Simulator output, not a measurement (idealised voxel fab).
The name of this process module is voxel released beams.
The cross-section shown here is cut; it is 185 nm wide and divided into square cells measuring 5 nm on a side.
The cross-sections in this document take the form of a grid made of square cells. They are written out as bands, in order from top to bottom. Each band consists of one or more rows of cells. Quick guide to a band line: top height, bottom height (nm) up front; then every material left to right with its width in nm. Only one material and it's marked "throughout"? Then it fills the band edge to edge. And "air" just means empty space. Height is counted from the level 0, under which the received wafer is composed throughout of one material. The lowest of the bands is not closed at the bottom but continues downward, in the notation "0..down". Note: "30..40" means the width goes from the first number (top row of the band) to the second number (bottom row) in equal steps per row of cells. "nothing different" for a step: no cell of the cross-section changed in that step. The entry titled "Enclosed void listing" provides the empty spaces that have no open way to the top, restricted to those of 8 cells or more. Each is presented as width x height at distance, the distance being measured from the left edge, with all three in nm. Whatever follows a step's settings on its line is a remark the simulator itself makes about that step. The line of a step may include "overlay nm". On a step with a mask, this value is how far to the right of its planned place the mask lay. A negative value means the mask lay to the left. Each of the pairs that make up the rest of this document says: here is the cross-section before one process step, here is the cross-section after it, drawn only down to the lowest band that changed, and here, under the pair, is the step lying between them with its settings. Different pairs may come from different runs of this module on the same starting wafer, so a pair continues from the pair above it only where its entry headed "Prior state" says so.

Prior state:
	0..down = Si throughout
	Enclosed void listing: none

Structure After Step:
	5..0 = SiN throughout
	Below 0, the layers are the same as they were.
	Enclosed void listing: none
Operation between the pre and post cross-sections above: op CONFORMAL_DEP | material SiN | thk nm 5

Prior state: It is represented by the cross-section appearing after the step of the pair directly above.

Structure After Step:
	20..5 = SiO2 throughout
	Below 5, the layers are the same as they were.
	Enclosed void listing: none
Operation between the pre and post cross-sections above: op DIRECTIONAL_DEP | material SiO2 | thk nm 15

Prior state: It is represented by the cross-section appearing after the step of the pair directly above.

Structure After Step:
	20..5 = SiO2 40 nm  air 30 nm  SiO2 115 nm
	Below 5, the layers are the same as they were.
	Enclosed void listing: none
Operation between the pre and post cross-sections above: op MASKED_ETCH | tone open | mask id ANCHOR | width nm 30 | etch materials SiO2 | depth nm 15 | overlay nm 0

Prior state: It is represented by the cross-section appearing after the step of the pair directly above.

Structure After Step:
	30..20 = TiN 50 nm  air 10 nm  TiN 125 nm
	20..15 = SiO2 40 nm  TiN 10 nm  air 10 nm  TiN 10 nm  SiO2 115 nm
	15..5 = SiO2 40 nm  TiN 30 nm  SiO2 115 nm
	Below 5, the layers are the same as they were.
	Enclosed void listing: none
Operation between the pre and post cross-sections above: op CONFORMAL_DEP | material TiN | thk nm 10

Prior state: It is represented by the cross-section appearing after the step of the pair directly above.

Structure After Step:
	50..30 = air 35 nm  resist 105 nm  air 45 nm
	30..20 = TiN 50 nm  resist 10 nm  TiN 125 nm
	20..15 = SiO2 40 nm  TiN 10 nm  resist 10 nm  TiN 10 nm  SiO2 115 nm
	Below 15, the layers are the same as they were.
	Enclosed void listing: none
Operation between the pre and post cross-sections above: op PATTERN | tone cover | mask id BEAM | material resist | width nm 105 | thk nm 20 | overlay nm 0

Prior state: It is represented by the cross-section appearing after the step of the pair directly above.

Structure After Step:
	50..30 = air 35 nm  resist 105 nm  air 45 nm
	30..20 = air 35 nm  TiN 15 nm  resist 10 nm  TiN 80 nm  air 45 nm
	Below 20, the layers are the same as they were.
	Enclosed void listing: none
Operation between the pre and post cross-sections above: op DIRECTIONAL_ETCH | etch materials TiN | depth nm 10

Prior state: It is represented by the cross-section appearing after the step of the pair directly above.

Structure After Step:
	30..20 = air 35 nm  TiN 15 nm  air 10 nm  TiN 80 nm  air 45 nm
	20..15 = SiO2 40 nm  TiN 10 nm  air 10 nm  TiN 10 nm  SiO2 115 nm
	Below 15, the layers are the same as they were.
	Enclosed void listing: none
Operation between the pre and post cross-sections above: op STRIP | etch materials resist

Prior state: It is represented by the cross-section appearing after the step of the pair directly above.

Structure After Step:
	30..20 = air 35 nm  TiN 15 nm  air 10 nm  TiN 80 nm  air 45 nm
	20..15 = air 40 nm  TiN 10 nm  air 10 nm  TiN 10 nm  air 115 nm
	15..5 = air 40 nm  TiN 30 nm  air 115 nm
	Below 5, the layers are the same as they were.
	Enclosed void listing: none
Operation between the pre and post cross-sections above: op STRIP | etch materials SiO2

Prior state:
	5..0 = SiN throughout
	0..down = Si throughout
	Enclosed void listing: none

Structure After Step:
	15..5 = TiN throughout
	Below 5, the layers are the same as they were.
	Enclosed void listing: none
Operation between the pre and post cross-sections above: op CONFORMAL_DEP | material TiN | thk nm 10

Prior state: It is represented by the cross-section appearing after the step of the pair directly above.

Structure After Step:
	35..15 = air 35 nm  resist 105 nm  air 45 nm
	Below 15, the layers are the same as they were.
	Enclosed void listing: none
Operation between the pre and post cross-sections above: op PATTERN | tone cover | mask id BEAM | material resist | width nm 105 | thk nm 20 | overlay nm 0

Prior state: It is represented by the cross-section appearing after the step of the pair directly above.

Structure After Step:
	35..15 = air 35 nm  resist 105 nm  air 45 nm
	15..5 = air 35 nm  TiN 105 nm  air 45 nm
	Below 5, the layers are the same as they were.
	Enclosed void listing: none
Operation between the pre and post cross-sections above: op DIRECTIONAL_ETCH | etch materials TiN | depth nm 10

Prior state: It is represented by the cross-section appearing after the step of the pair directly above.

Structure After Step:
	15..5 = air 35 nm  TiN 105 nm  air 45 nm
	Below 5, the layers are the same as they were.
	Enclosed void listing: none
Operation between the pre and post cross-sections above: op STRIP | etch materials resist

Prior state:
	0..down = Si throughout
	Enclosed void listing: none

Structure After Step:
	15..0 = SiO2 throughout
	Below 0, the layers are the same as they were.
	Enclosed void listing: none
Operation between the pre and post cross-sections above: op DIRECTIONAL_DEP | material SiO2 | thk nm 15

Prior state: It is represented by the cross-section appearing after the step of the pair directly above.

Structure After Step:
	20..15 = SiN throughout
	Below 15, the layers are the same as they were.
	Enclosed void listing: none
Operation between the pre and post cross-sections above: op CONFORMAL_DEP | material SiN | thk nm 5

Prior state: It is represented by the cross-section appearing after the step of the pair directly above.

Structure After Step:
	30..20 = TiN throughout
	Below 20, the layers are the same as they were.
	Enclosed void listing: none
Operation between the pre and post cross-sections above: op CONFORMAL_DEP | material TiN | thk nm 10

Prior state: It is represented by the cross-section appearing after the step of the pair directly above.

Structure After Step:
	50..30 = air 35 nm  resist 105 nm  air 45 nm
	Below 30, the layers are the same as they were.
	Enclosed void listing: none
Operation between the pre and post cross-sections above: op PATTERN | tone cover | mask id BEAM | material resist | width nm 105 | thk nm 20 | overlay nm 0

Prior state: It is represented by the cross-section appearing after the step of the pair directly above.

Structure After Step:
	50..30 = air 35 nm  resist 105 nm  air 45 nm
	30..20 = air 35 nm  TiN 105 nm  air 45 nm
	Below 20, the layers are the same as they were.
	Enclosed void listing: none
Operation between the pre and post cross-sections above: op DIRECTIONAL_ETCH | etch materials TiN | depth nm 10

Prior state: It is represented by the cross-section appearing after the step of the pair directly above.

Structure After Step:
	30..20 = air 35 nm  TiN 105 nm  air 45 nm
	Below 20, the layers are the same as they were.
	Enclosed void listing: none
Operation between the pre and post cross-sections above: op STRIP | etch materials resist

Prior state:
	5..0 = SiN throughout
	0..down = Si throughout
	Enclosed void listing: none

Structure After Step:
	15..5 = SiO2 throughout
	Below 5, the layers are the same as they were.
	Enclosed void listing: none
Operation between the pre and post cross-sections above: op DIRECTIONAL_DEP | material SiO2 | thk nm 10

Prior state: It is represented by the cross-section appearing after the step of the pair directly above.

Structure After Step:
	15..5 = SiO2 40 nm  air 30 nm  SiO2 115 nm
	Below 5, the layers are the same as they were.
	Enclosed void listing: none
Operation between the pre and post cross-sections above: op MASKED_ETCH | tone open | mask id ANCHOR | width nm 30 | etch materials SiO2 | depth nm 15 | overlay nm 0

Prior state: It is represented by the cross-section appearing after the step of the pair directly above.

Structure After Step:
	25..15 = TiN 50 nm  air 10 nm  TiN 125 nm
	15..5 = SiO2 40 nm  TiN 30 nm  SiO2 115 nm
	Below 5, the layers are the same as they were.
	Enclosed void listing: none
Operation between the pre and post cross-sections above: op CONFORMAL_DEP | material TiN | thk nm 10

Prior state: It is represented by the cross-section appearing after the step of the pair directly above.

Structure After Step:
	45..25 = air 35 nm  resist 105 nm  air 45 nm
	25..15 = TiN 50 nm  resist 10 nm  TiN 125 nm
	Below 15, the layers are the same as they were.
	Enclosed void listing: none
Operation between the pre and post cross-sections above: op PATTERN | tone cover | mask id BEAM | material resist | width nm 105 | thk nm 20 | overlay nm 0

Prior state: It is represented by the cross-section appearing after the step of the pair directly above.

Structure After Step:
	45..25 = air 35 nm  resist 105 nm  air 45 nm
	25..15 = air 35 nm  TiN 15 nm  resist 10 nm  TiN 80 nm  air 45 nm
	Below 15, the layers are the same as they were.
	Enclosed void listing: none
Operation between the pre and post cross-sections above: op DIRECTIONAL_ETCH | etch materials TiN | depth nm 10

Prior state: It is represented by the cross-section appearing after the step of the pair directly above.

Structure After Step:
	25..15 = air 35 nm  TiN 15 nm  air 10 nm  TiN 80 nm  air 45 nm
	Below 15, the layers are the same as they were.
	Enclosed void listing: none
Operation between the pre and post cross-sections above: op STRIP | etch materials resist

Prior state: It is represented by the cross-section appearing after the step of the pair directly above.

Structure After Step:
	25..15 = air 35 nm  TiN 15 nm  air 10 nm  TiN 80 nm  air 45 nm
	15..5 = air 40 nm  TiN 30 nm  air 115 nm
	Below 5, the layers are the same as they were.
	Enclosed void listing: none
Operation between the pre and post cross-sections above: op STRIP | etch materials SiO2

Prior state:
	30..20 = TiN 50 nm  air 10 nm  TiN 125 nm
	20..15 = SiO2 40 nm  TiN 10 nm  air 10 nm  TiN 10 nm  SiO2 115 nm
	15..5 = SiO2 40 nm  TiN 30 nm  SiO2 115 nm
	5..0 = SiN throughout
	0..down = Si throughout
	Enclosed void listing: none

Structure After Step:
	50..30 = air 40 nm  resist 95 nm  air 50 nm
	30..20 = TiN 50 nm  resist 10 nm  TiN 125 nm
	20..15 = SiO2 40 nm  TiN 10 nm  resist 10 nm  TiN 10 nm  SiO2 115 nm
	Below 15, the layers are the same as they were.
	Enclosed void listing: none
Operation between the pre and post cross-sections above: op PATTERN | tone cover | mask id BEAM | material resist | width nm 95 | thk nm 20 | overlay nm 0

Prior state: It is represented by the cross-section appearing after the step of the pair directly above.

Structure After Step:
	50..30 = air 40 nm  resist 95 nm  air 50 nm
	30..20 = air 40 nm  TiN 10 nm  resist 10 nm  TiN 75 nm  air 50 nm
	Below 20, the layers are the same as they were.
	Enclosed void listing: none
Operation between the pre and post cross-sections above: op DIRECTIONAL_ETCH | etch materials TiN | depth nm 10

Prior state: It is represented by the cross-section appearing after the step of the pair directly above.

Structure After Step:
	30..20 = air 40 nm  TiN 10 nm  air 10 nm  TiN 75 nm  air 50 nm
	20..15 = SiO2 40 nm  TiN 10 nm  air 10 nm  TiN 10 nm  SiO2 115 nm
	Below 15, the layers are the same as they were.
	Enclosed void listing: none
Operation between the pre and post cross-sections above: op STRIP | etch materials resist

Prior state: It is represented by the cross-section appearing after the step of the pair directly above.

Structure After Step:
	30..20 = air 40 nm  TiN 10 nm  air 10 nm  TiN 75 nm  air 50 nm
	20..15 = air 40 nm  TiN 10 nm  air 10 nm  TiN 10 nm  air 115 nm
	15..5 = air 40 nm  TiN 30 nm  air 115 nm
	Below 5, the layers are the same as they were.
	Enclosed void listing: none
Operation between the pre and post cross-sections above: op STRIP | etch materials SiO2

Prior state:
	30..20 = TiN 50 nm  air 10 nm  TiN 125 nm
	20..15 = SiO2 40 nm  TiN 10 nm  air 10 nm  TiN 10 nm  SiO2 115 nm
	15..5 = SiO2 40 nm  TiN 30 nm  SiO2 115 nm
	5..0 = SiN throughout
	0..down = Si throughout
	Enclosed void listing: none

Structure After Step:
	50..30 = air 40 nm  resist 105 nm  air 40 nm
	30..20 = TiN 50 nm  resist 10 nm  TiN 125 nm
	20..15 = SiO2 40 nm  TiN 10 nm  resist 10 nm  TiN 10 nm  SiO2 115 nm
	Below 15, the layers are the same as they were.
	Enclosed void listing: none
Operation between the pre and post cross-sections above: op PATTERN | tone cover | mask id BEAM | material resist | width nm 105 | thk nm 20 | overlay nm 5

Prior state: It is represented by the cross-section appearing after the step of the pair directly above.

Structure After Step:
	50..30 = air 40 nm  resist 105 nm  air 40 nm
	30..20 = air 40 nm  TiN 10 nm  resist 10 nm  TiN 85 nm  air 40 nm
	Below 20, the layers are the same as they were.
	Enclosed void listing: none
Operation between the pre and post cross-sections above: op DIRECTIONAL_ETCH | etch materials TiN | depth nm 10

Prior state: It is represented by the cross-section appearing after the step of the pair directly above.

Structure After Step:
	30..20 = air 40 nm  TiN 10 nm  air 10 nm  TiN 85 nm  air 40 nm
	20..15 = SiO2 40 nm  TiN 10 nm  air 10 nm  TiN 10 nm  SiO2 115 nm
	Below 15, the layers are the same as they were.
	Enclosed void listing: none
Operation between the pre and post cross-sections above: op STRIP | etch materials resist

Prior state: It is represented by the cross-section appearing after the step of the pair directly above.

Structure After Step:
	30..20 = air 40 nm  TiN 10 nm  air 10 nm  TiN 85 nm  air 40 nm
	20..15 = air 40 nm  TiN 10 nm  air 10 nm  TiN 10 nm  air 115 nm
	15..5 = air 40 nm  TiN 30 nm  air 115 nm
	Below 5, the layers are the same as they were.
	Enclosed void listing: none
Operation between the pre and post cross-sections above: op STRIP | etch materials SiO2

Prior state:
	0..down = Si throughout
	Enclosed void listing: none

Structure After Step:
	5..0 = SiO2 throughout
	Below 0, the layers are the same as they were.
	Enclosed void listing: none
Operation between the pre and post cross-sections above: op CONFORMAL_DEP | material SiO2 | thk nm 5

Prior state: It is represented by the cross-section appearing after the step of the pair directly above.

Structure After Step:
	20..0 = SiO2 throughout
	Below 0, the layers are the same as they were.
	Enclosed void listing: none
Operation between the pre and post cross-sections above: op DIRECTIONAL_DEP | material SiO2 | thk nm 15

Prior state: It is represented by the cross-section appearing after the step of the pair directly above.

Structure After Step:
	20..5 = SiO2 40 nm  air 30 nm  SiO2 115 nm
	Below 5, the layers are the same as they were.
	Enclosed void listing: none
Operation between the pre and post cross-sections above: op MASKED_ETCH | tone open | mask id ANCHOR | width nm 30 | etch materials SiO2 | depth nm 15 | overlay nm 0

Prior state: It is represented by the cross-section appearing after the step of the pair directly above.

Structure After Step:
	30..20 = TiN 50 nm  air 10 nm  TiN 125 nm
	20..15 = SiO2 40 nm  TiN 10 nm  air 10 nm  TiN 10 nm  SiO2 115 nm
	15..5 = SiO2 40 nm  TiN 30 nm  SiO2 115 nm
	Below 5, the layers are the same as they were.
	Enclosed void listing: none
Operation between the pre and post cross-sections above: op CONFORMAL_DEP | material TiN | thk nm 10

Prior state: It is represented by the cross-section appearing after the step of the pair directly above.

Structure After Step:
	50..30 = air 35 nm  resist 105 nm  air 45 nm
	30..20 = TiN 50 nm  resist 10 nm  TiN 125 nm
	20..15 = SiO2 40 nm  TiN 10 nm  resist 10 nm  TiN 10 nm  SiO2 115 nm
	Below 15, the layers are the same as they were.
	Enclosed void listing: none
Operation between the pre and post cross-sections above: op PATTERN | tone cover | mask id BEAM | material resist | width nm 105 | thk nm 20 | overlay nm 0

Prior state: It is represented by the cross-section appearing after the step of the pair directly above.

Structure After Step:
	50..30 = air 35 nm  resist 105 nm  air 45 nm
	30..20 = air 35 nm  TiN 15 nm  resist 10 nm  TiN 80 nm  air 45 nm
	Below 20, the layers are the same as they were.
	Enclosed void listing: none
Operation between the pre and post cross-sections above: op DIRECTIONAL_ETCH | etch materials TiN | depth nm 10

Prior state: It is represented by the cross-section appearing after the step of the pair directly above.

Structure After Step:
	30..20 = air 35 nm  TiN 15 nm  air 10 nm  TiN 80 nm  air 45 nm
	20..15 = SiO2 40 nm  TiN 10 nm  air 10 nm  TiN 10 nm  SiO2 115 nm
	Below 15, the layers are the same as they were.
	Enclosed void listing: none
Operation between the pre and post cross-sections above: op STRIP | etch materials resist

Prior state: It is represented by the cross-section appearing after the step of the pair directly above.

Structure After Step:
	0..down = Si throughout
	Enclosed void listing: none
Operation between the pre and post cross-sections above: op STRIP | etch materials SiO2

Prior state:
	20..5 = SiO2 throughout
	5..0 = SiN throughout
	0..down = Si throughout
	Enclosed void listing: none

Structure After Step:
	20..5 = air 40 nm  SiO2 30 nm  air 115 nm
	Below 5, the layers are the same as they were.
	Enclosed void listing: none
Operation between the pre and post cross-sections above: op MASKED_ETCH | tone cover | mask id ANCHOR | width nm 30 | etch materials SiO2 | depth nm 15 | overlay nm 0

Prior state: It is represented by the cross-section appearing after the step of the pair directly above.

Structure After Step:
	30..20 = air 30 nm  TiN 50 nm  air 105 nm
	20..15 = air 30 nm  TiN 10 nm  SiO2 30 nm  TiN 10 nm  air 105 nm
	15..5 = TiN 40 nm  SiO2 30 nm  TiN 115 nm
	Below 5, the layers are the same as they were.
	Enclosed void listing: none
Operation between the pre and post cross-sections above: op CONFORMAL_DEP | material TiN | thk nm 10

Prior state: It is represented by the cross-section appearing after the step of the pair directly above.

Structure After Step:
	50..30 = air 35 nm  resist 105 nm  air 45 nm
	30..20 = air 30 nm  TiN 50 nm  resist 60 nm  air 45 nm
	20..15 = air 30 nm  TiN 10 nm  SiO2 30 nm  TiN 10 nm  resist 60 nm  air 45 nm
	Below 15, the layers are the same as they were.
	Enclosed void listing: none
Operation between the pre and post cross-sections above: op PATTERN | tone cover | mask id BEAM | material resist | width nm 105 | thk nm 20 | overlay nm 0

Prior state: It is represented by the cross-section appearing after the step of the pair directly above.

Structure After Step:
	50..30 = air 35 nm  resist 105 nm  air 45 nm
	30..20 = air 35 nm  TiN 45 nm  resist 60 nm  air 45 nm
	20..15 = air 30 nm  TiN 10 nm  SiO2 30 nm  TiN 10 nm  resist 60 nm  air 45 nm
	15..5 = air 30 nm  TiN 10 nm  SiO2 30 nm  TiN 70 nm  air 45 nm
	Below 5, the layers are the same as they were.
	Enclosed void listing: none
Operation between the pre and post cross-sections above: op DIRECTIONAL_ETCH | etch materials TiN | depth nm 10

Prior state: It is represented by the cross-section appearing after the step of the pair directly above.

Structure After Step:
	30..20 = air 35 nm  TiN 45 nm  air 105 nm
	20..15 = air 30 nm  TiN 10 nm  SiO2 30 nm  TiN 10 nm  air 105 nm
	Below 15, the layers are the same as they were.
	Enclosed void listing: none
Operation between the pre and post cross-sections above: op STRIP | etch materials resist
